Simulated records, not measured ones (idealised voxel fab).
Presented below is a process module, voxel plated lines.
Section shown: cut. Width: 165 nm. Cell size: 5 nm, square.
When this document writes out a cross-section, it uses a grid of square cells and lists it as bands, beginning at the top and moving down, with a band standing for one or more rows of cells. What a band's entry tells you: where the top is and where the bottom is, as heights in nm, and after that what lies inside, material by material from left to right, each with its width in nm. Empty space is written as the word "blank", and a single material marked with the word "throughout" occupies the band from edge to edge. Below 0: as-received wafer, all one material; heights counted from there. Lowest band: no bottom, goes on down, written "0 nm and below". Width "30..40": first value at the band's top row of cells, second value at its bottom row, equal change from row to row. "nothing got changed" for a step: no cell of the cross-section changed in that step. "Enclosed void entries" contains a list of empty spaces, each no smaller than 8 cells and without an open way to the top, written in the form width x height at distance with the distance from the left edge and all three in nm. What comes after the settings on a step's line is commentary from the simulator itself on that step. The setting "overlay nm" may be written on the line of a step. When the step uses a mask, the value reports how far to the right of the planned place the mask lay, and a negative value reports that it lay to the left.
SO HERE'S THE LINEUP OF PROCESS STEPS WE PLANNED
1: RECEIVE,material Si
2: CONFORMAL_DEP,material Al2O3,thk nm 10
3: DIRECTIONAL_DEP,material TiN,thk nm 5
4: PATTERN,tone open,mask id LINES,material resist,width nm 15,pitch nm 40,thk nm 35,overlay nm 0
5: EPI,material Ru,thk nm 5
6: EPI,material Ru,thk nm 10
7: EPI,material Ru,thk nm 10
8: STRIP,etch materials resist
9: DIRECTIONAL_ETCH,etch materials TiN,depth nm 5
10: CONFORMAL_DEP,material SiO2,thk nm 10
AS RECEIVED, AFTER STEP 1
> 0 nm and below  Si throughout
> Enclosed void entries: none
RUN AS PLANNED - FIRST OF THE TWO WAFERS CROSS-SECTIONED AT THE END OF THE MODULE
> 50 nm to 40 nm  blank 25, then SiO2 35, then blank 5, then SiO2 35, then blank 5, then SiO2 35, then blank 25
> 40 nm to 20 nm  blank 25, then SiO2 10, then Ru 15, then SiO2 10, then blank 5, then SiO2 10, then Ru 15, then SiO2 10, then blank 5, then SiO2 10, then Ru 15, then SiO2 10, then blank 25
> 20 nm to 15 nm  SiO2 35, then Ru 15, then SiO2 25, then Ru 15, then SiO2 25, then Ru 15, then SiO2 35
> 15 nm to 10 nm  SiO2 35, then TiN 15, then SiO2 25, then TiN 15, then SiO2 25, then TiN 15, then SiO2 35
> 10 nm to 0 nm  Al2O3 throughout
> 0 nm and below  Si throughout
> Enclosed void entries: none
PRESENTED HERE IS A CROSS-SECTION OF THE SECOND OF THE TWO WAFERS AS IT STOOD AT THE END OF THE MODULE. IT WAS STARTED IN THE SAME MANNER AND ASSIGNED THE SAME PLAN AS THE FIRST WAFER; HOWEVER, ONE MISTAKE WAS MADE IN ITS EXECUTION
> 50 nm to 40 nm  blank 15, then SiO2 135, then blank 15
> 40 nm to 35 nm  blank 15, then SiO2 10, then Ru 35, then SiO2 5, then Ru 35, then SiO2 5, then Ru 35, then SiO2 10, then blank 15
> 35 nm to 25 nm  SiO2 25, then Ru 35, then SiO2 5, then Ru 35, then SiO2 5, then Ru 35, then SiO2 25
> 25 nm to 15 nm  Ru throughout
> 15 nm to 10 nm  TiN throughout
> 10 nm to 0 nm  Al2O3 throughout
> 0 nm and below  Si throughout
> Enclosed void entries: none
Heads up, the wafer didn't run the way we planned it: ran 7 and 8 in swapped order versus the plan
Heads up, by the end the second wafer has more or fewer cells of some materials compared to the first: +84 Ru; -54 SiO2; +24 TiN
